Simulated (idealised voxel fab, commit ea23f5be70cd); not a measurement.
Process module, titled voxel wiring stack
cross-section cut | 235 nm wide | cells 5 nm
In this document a cross-section is written as a grid of square cells. It is given as a series of bands, listed from the top down, and a band is one or more rows of cells. What a band's entry tells you: where the top is and where the bottom is, as heights in nm, and after that what lies inside, material by material from left to right, each with its width in nm. Empty space is written as the word "empty", and a single material marked with the word "everywhere" occupies the band from edge to edge. Where do heights start? At 0: under that level the wafer as delivered is made of one material only. And the lowest band has no floor; it just carries on downward, as in "0..down". Per-row width for "30..40": begins at first number (top row of band), ends at second number (bottom row), increment between rows held constant. For the purposes of this document, the phrase "nothing changed" attached to a step denotes that no cell within the cross-section was modified by that step. In the "Unvented voids" entry, you get each enclosed empty space of 8 cells or more, one with no open way to the top, written width x height at distance, distance from the left edge, in nm. Past the settings on a step's line: simulator remark, on that step. The optional step-line setting "overlay nm" applies to steps with a mask and quantifies how far to the right of its planned location the mask lay, a negative value indicating leftward placement.

THE STEPS PLANNED FOR THE PROCESS ARE AS FOLLOWS
1. RECEIVE, material Si
2. CONFORMAL_DEP, material SiO2, thk nm 10
3. DIRECTIONAL_DEP, material TiN, thk nm 5
4. DIRECTIONAL_DEP, material W, thk nm 20
5. PATTERN, tone cover, mask id METAL_1, material resist, width nm 30, pitch nm 45, thk nm 20, overlay nm 0
6. DIRECTIONAL_ETCH, etch materials W, depth nm 20
7. DIRECTIONAL_ETCH, etch materials TiN, depth nm 5
8. STRIP, etch materials resist
9. FILL_DEP, material lowk, thk nm 5
10. CMP, height nm 35
11. CONFORMAL_DEP, material SiCN, thk nm 5
12. DIRECTIONAL_DEP, material SiO2, thk nm 20
13. DIRECTIONAL_DEP, material aC, thk nm 15
14. PATTERN, tone open, mask id PLUG_1, material resist, width nm 15, pitch nm 45, thk nm 35, overlay nm 0
15. DIRECTIONAL_ETCH, etch materials aC, depth nm 15
16. STRIP, etch materials resist
17. DIRECTIONAL_ETCH, etch materials SiO2, depth nm 20
18. DIRECTIONAL_ETCH, etch materials SiCN, depth nm 5
19. STRIP, etch materials aC
20. CONFORMAL_DEP, material TiN, thk nm 5
21. FILL_DEP, material W, thk nm 10
22. CMP, height nm 60
23. CONFORMAL_DEP, material SiCN, thk nm 5
24. DIRECTIONAL_DEP, material lowk, thk nm 20
25. PATTERN, tone open, mask id METAL_2, material resist, width nm 30, pitch nm 45, thk nm 15, overlay nm 0
26. DIRECTIONAL_ETCH, etch materials lowk, depth nm 20
27. DIRECTIONAL_ETCH, etch materials SiCN, depth nm 5
28. STRIP, etch materials resist
29. CONFORMAL_DEP, material TiN, thk nm 5
30. FILL_DEP, material Cu, thk nm 5
31. CMP, height nm 85
32. CONFORMAL_DEP, material SiCN, thk nm 5
33. DIRECTIONAL_DEP, material SiO2, thk nm 30
34. PATTERN, tone open, mask id METAL_3, material resist, width nm 30, pitch nm 45, thk nm 15, overlay nm 0
35. DIRECTIONAL_ETCH, etch materials SiO2, depth nm 20
36. STRIP, etch materials resist
37. PATTERN, tone open, mask id METAL_3_HOLES, material resist, width nm 15, pitch nm 90, thk nm 20, overlay nm 0
38. DIRECTIONAL_ETCH, etch materials SiO2, depth nm 10
39. DIRECTIONAL_ETCH, etch materials SiCN, depth nm 5
40. STRIP, etch materials resist
41. CONFORMAL_DEP, material TiN, thk nm 5
42. FILL_DEP, material Cu, thk nm 5
43. CMP, height nm 120
44. CONFORMAL_DEP, material SiCN, thk nm 5
45. DIRECTIONAL_DEP, material lowk, thk nm 30
46. PATTERN, tone open, mask id METAL_4, material resist, width nm 30, pitch nm 45, thk nm 20, overlay nm 0
47. DIRECTIONAL_ETCH, etch materials lowk, depth nm 15
48. STRIP, etch materials resist
49. MASKED_ETCH, tone open, mask id METAL_4_HOLES, width nm 15, pitch nm 45, etch materials lowk, depth nm 15, overlay nm 0
50. MASKED_ETCH, tone open, mask id METAL_4_HOLES, width nm 15, pitch nm 45, etch materials SiCN, depth nm 5, overlay nm 0
51. CONFORMAL_DEP, material TiN, thk nm 5
52. FILL_DEP, material Cu, thk nm 10
53. CMP, height nm 155
54. CONFORMAL_DEP, material SiN, thk nm 5

CROSS-SECTION: WAFER ON ARRIVAL = AFTER STEP 1
- 0..down  Si everywhere
- Unvented voids: none

WAFER AT MODULE END, IN SECTION. BEGAN AS ABOVE, PLANNED AS ABOVE, RUN WITH ONE MISTAKE
- 160..155  SiN everywhere
- 155..145  55 lowk / 5 TiN / 20 Cu / 5 TiN / 15 lowk / 5 TiN / 20 Cu / 5 TiN / 15 lowk / 5 TiN / 20 Cu / 5 TiN / 60 lowk
- 145..140  55 lowk / 5 TiN / 5 Cu / 20 TiN / 15 lowk / 5 TiN / 5 Cu / 20 TiN / 15 lowk / 5 TiN / 5 Cu / 20 TiN / 60 lowk
- 140..125  55 lowk / 5 TiN / 5 Cu / 5 TiN / 30 lowk / 5 TiN / 5 Cu / 5 TiN / 30 lowk / 5 TiN / 5 Cu / 5 TiN / 75 lowk
- 125..120  55 SiCN / 15 TiN / 30 SiCN / 15 TiN / 30 SiCN / 15 TiN / 75 SiCN
- 120..90  SiO2 everywhere
- 90..85  SiCN everywhere
- 85..65  55 lowk / 5 TiN / 20 Cu / 5 TiN / 15 lowk / 5 TiN / 20 Cu / 5 TiN / 15 lowk / 5 TiN / 20 Cu / 5 TiN / 60 lowk
- 65..60  55 SiCN / 30 TiN / 15 SiCN / 30 TiN / 15 SiCN / 30 TiN / 60 SiCN
- 60..40  55 SiO2 / 5 TiN / 5 W / 5 TiN / 30 SiO2 / 5 TiN / 5 W / 5 TiN / 30 SiO2 / 5 TiN / 5 W / 5 TiN / 75 SiO2
- 40..35  55 SiCN / 15 TiN / 30 SiCN / 15 TiN / 30 SiCN / 15 TiN / 75 SiCN
- 35..15  55 lowk / 30 W / 15 lowk / 30 W / 15 lowk / 30 W / 60 lowk
- 15..10  55 lowk / 30 TiN / 15 lowk / 30 TiN / 15 lowk / 30 TiN / 60 lowk
- 10..0  SiO2 everywhere
- 0..down  Si everywhere
- Unvented voids: none
Nonconformance to the process plan: the plan had its step 33 run twice
